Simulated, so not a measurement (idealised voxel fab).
Process module in this document: voxel self aligned vias
It is cross-section cut that appears here, measuring 285 nm in width, its square cells being 5 nm in size.
Cross-section spec: square-cell grid; bands listed top down; each band is one or more rows. Within each band entry, the heights of the top and of the bottom of the band appear first, in that order and in nm; the materials of the band then follow from left to right, each with its corresponding width in nm. The designation "full width" on a single material indicates that it fills the band from edge to edge; the designation "blank" indicates empty space. A quick word on heights: they are counted from 0, and under that level the wafer as it came to us is one material throughout. The lowest band is different from the rest in having no bottom; it simply continues downward, written as in "0 nm and below". Note: "30->40" means the width goes from the first number (top row of the band) to the second number (bottom row) in equal steps per row of cells. "nothing changed" after a step means that no cell of the cross-section changed. So "Sealed internal voids" is basically the list of trapped voids: any empty space of 8 cells or more that can't reach the top through an opening. They're written width x height at distance, the distance being from the left edge, and it's all nm. It should be noted that, on the line of a given step, the content following the step's settings is a remark produced by the simulator itself with respect to that step. For masked steps, "overlay nm" on the step line gives how far right of plan the mask actually lay; a minus sign means it lay to the left.

-- The steps planned for the process are as follows
1) RECEIVE [material Si]
2) CONFORMAL_DEP [material SiO2] [thk nm 15]
3) CONFORMAL_DEP [material SiCN] [thk nm 5]
4) DIRECTIONAL_DEP [material lowk] [thk nm 25]
5) PATTERN [tone open] [mask id LINES] [material resist] [width nm 30] [pitch nm 70] [thk nm 20] [overlay nm 0]
6) DIRECTIONAL_ETCH [etch materials lowk] [depth nm 25]
7) STRIP [etch materials resist]
8) CONFORMAL_DEP [material TiN] [thk nm 5]
9) FILL_DEP [material Ru] [thk nm 10]
10) CMP [height nm 45]
11) SELECTIVE_ETCH [etch materials W Ru TiN] [depth nm 5]
12) FILL_DEP [material SiN] [thk nm 10]
13) CMP [height nm 45]
14) DIRECTIONAL_DEP [material lowk] [thk nm 20]
15) PATTERN [tone open] [mask id VIAS] [material resist] [width nm 40] [pitch nm 70] [thk nm 15] [overlay nm 0]
16) DIRECTIONAL_ETCH [etch materials lowk] [depth nm 20]
17) DIRECTIONAL_ETCH [etch materials SiN] [depth nm 5]
18) STRIP [etch materials resist]
19) CONFORMAL_DEP [material TiN] [thk nm 5]
20) FILL_DEP [material Cu] [thk nm 10]
21) CMP [height nm 65]
22) CONFORMAL_DEP [material SiN] [thk nm 5]

-- First of the two wafers, run per plan

-- Cross-section of the wafer at receipt, which is the condition after step 1
> 0 nm and below: Si full width
> Sealed internal voids: none

-- How the wafer stands in section after step 2
> 15 nm to 0 nm: SiO2 full width
> Anything lower than 0 is untouched.

-- How the wafer stands in section after step 3
> 20 nm to 15 nm: SiCN full width
> Anything lower than 15 is untouched.

-- How the wafer stands in section after step 4
> 45 nm to 20 nm: lowk full width
> Anything lower than 20 is untouched.

-- How the wafer stands in section after step 5
> 65 nm to 45 nm: resist: 90; blank: 30; resist: 40; blank: 30; resist: 95
> Anything lower than 45 is untouched.

-- How the wafer stands in section after step 6
> 65 nm to 45 nm: resist: 90; blank: 30; resist: 40; blank: 30; resist: 95
> 45 nm to 20 nm: lowk: 90; blank: 30; lowk: 40; blank: 30; lowk: 95
> Anything lower than 20 is untouched.

-- How the wafer stands in section after step 7
> 45 nm to 20 nm: lowk: 90; blank: 30; lowk: 40; blank: 30; lowk: 95
> Anything lower than 20 is untouched.

-- How the wafer stands in section after step 8
> 50 nm to 45 nm: TiN: 95; blank: 20; TiN: 50; blank: 20; TiN: 100
> 45 nm to 25 nm: lowk: 90; TiN: 5; blank: 20; TiN: 5; lowk: 40; TiN: 5; blank: 20; TiN: 5; lowk: 95
> 25 nm to 20 nm: lowk: 90; TiN: 30; lowk: 40; TiN: 30; lowk: 95
> Anything lower than 20 is untouched.

-- How the wafer stands in section after step 9
> 60 nm to 50 nm: Ru full width
> 50 nm to 45 nm: TiN: 95; Ru: 20; TiN: 50; Ru: 20; TiN: 100
> 45 nm to 25 nm: lowk: 90; TiN: 5; Ru: 20; TiN: 5; lowk: 40; TiN: 5; Ru: 20; TiN: 5; lowk: 95
> Anything lower than 25 is untouched.

-- How the wafer stands in section after step 10
> 45 nm to 25 nm: lowk: 90; TiN: 5; Ru: 20; TiN: 5; lowk: 40; TiN: 5; Ru: 20; TiN: 5; lowk: 95
> Anything lower than 25 is untouched.

-- How the wafer stands in section after step 11
> 45 nm to 40 nm: lowk: 90; blank: 30; lowk: 40; blank: 30; lowk: 95
> Anything lower than 40 is untouched.

-- How the wafer stands in section after step 12
> 55 nm to 45 nm: SiN full width
> 45 nm to 40 nm: lowk: 90; SiN: 30; lowk: 40; SiN: 30; lowk: 95
> Anything lower than 40 is untouched.

-- How the wafer stands in section after step 13
> 45 nm to 40 nm: lowk: 90; SiN: 30; lowk: 40; SiN: 30; lowk: 95
> Anything lower than 40 is untouched.

-- How the wafer stands in section after step 14
> 65 nm to 45 nm: lowk full width
> Anything lower than 45 is untouched.

-- How the wafer stands in section after step 15
> 80 nm to 65 nm: resist: 85; blank: 40; resist: 30; blank: 40; resist: 90
> Anything lower than 65 is untouched.

-- How the wafer stands in section after step 16
> 80 nm to 65 nm: resist: 85; blank: 40; resist: 30; blank: 40; resist: 90
> 65 nm to 45 nm: lowk: 85; blank: 40; lowk: 30; blank: 40; lowk: 90
> Anything lower than 45 is untouched.

-- How the wafer stands in section after step 17
> 80 nm to 65 nm: resist: 85; blank: 40; resist: 30; blank: 40; resist: 90
> 65 nm to 45 nm: lowk: 85; blank: 40; lowk: 30; blank: 40; lowk: 90
> 45 nm to 40 nm: lowk: 90; blank: 30; lowk: 40; blank: 30; lowk: 95
> Anything lower than 40 is untouched.

-- How the wafer stands in section after step 18
> 65 nm to 45 nm: lowk: 85; blank: 40; lowk: 30; blank: 40; lowk: 90
> Anything lower than 45 is untouched.

-- How the wafer stands in section after step 19
> 70 nm to 65 nm: TiN: 90; blank: 30; TiN: 40; blank: 30; TiN: 95
> 65 nm to 50 nm: lowk: 85; TiN: 5; blank: 30; TiN: 5; lowk: 30; TiN: 5; blank: 30; TiN: 5; lowk: 90
> 50 nm to 45 nm: lowk: 85; TiN: 10; blank: 20; TiN: 10; lowk: 30; TiN: 10; blank: 20; TiN: 10; lowk: 90
> 45 nm to 40 nm: lowk: 90; TiN: 30; lowk: 40; TiN: 30; lowk: 95
> Anything lower than 40 is untouched.

-- How the wafer stands in section after step 20
> 80 nm to 70 nm: Cu full width
> 70 nm to 65 nm: TiN: 90; Cu: 30; TiN: 40; Cu: 30; TiN: 95
> 65 nm to 50 nm: lowk: 85; TiN: 5; Cu: 30; TiN: 5; lowk: 30; TiN: 5; Cu: 30; TiN: 5; lowk: 90
> 50 nm to 45 nm: lowk: 85; TiN: 10; Cu: 20; TiN: 10; lowk: 30; TiN: 10; Cu: 20; TiN: 10; lowk: 90
> Anything lower than 45 is untouched.

-- How the wafer stands in section after step 21
> 65 nm to 50 nm: lowk: 85; TiN: 5; Cu: 30; TiN: 5; lowk: 30; TiN: 5; Cu: 30; TiN: 5; lowk: 90
> Anything lower than 50 is untouched.

-- How the wafer stands in section after step 22
> 70 nm to 65 nm: SiN full width
> Anything lower than 65 is untouched.

-- Companion wafer, the second of two: same beginning, same intended sequence, one mistake in carrying it out; through step 13 inclusive it tracks the first exactly

-- Second wafer cross-section, taken as of the time the plan sets for step 14 to be done
> 65 nm to 45 nm: W full width
> Anything lower than 45 is untouched.

-- Second wafer cross-section, taken as of the time the plan sets for step 15 to be done
> 80 nm to 65 nm: resist: 85; blank: 40; resist: 30; blank: 40; resist: 90
> Anything lower than 65 is untouched.

Second wafer cross-section, taken as of the time the plan sets for step 16 to be done: nothing changed

Second wafer cross-section, taken as of the time the plan sets for step 17 to be done: nothing changed

-- Second wafer cross-section, taken as of the time the plan sets for step 18 to be done
> 65 nm to 45 nm: W full width
> Anything lower than 45 is untouched.

-- Second wafer cross-section, taken as of the time the plan sets for step 19 to be done
> 70 nm to 65 nm: TiN full width
> Anything lower than 65 is untouched.

-- Second wafer cross-section, taken as of the time the plan sets for step 20 to be done
> 80 nm to 70 nm: Cu full width
> Anything lower than 70 is untouched.

-- Second wafer cross-section, taken as of the time the plan sets for step 21 to be done
> 65 nm to 45 nm: W full width
> Anything lower than 45 is untouched.

-- Second wafer cross-section, taken as of the time the plan sets for step 22 to be done
> 70 nm to 65 nm: SiN full width
> Anything lower than 65 is untouched.
Which mistake was made when the wafer was run? step 14 ran differently from the plan; actual operation with settings: DIRECTIONAL_DEP [material W] [thk nm 20]
The final cell counts differ between the wafers, with the second having more or fewer of some materials than the first: Cu: 44 fewer, SiN: 12 more, TiN: 32 fewer, W: 228 more, lowk: 164 fewer
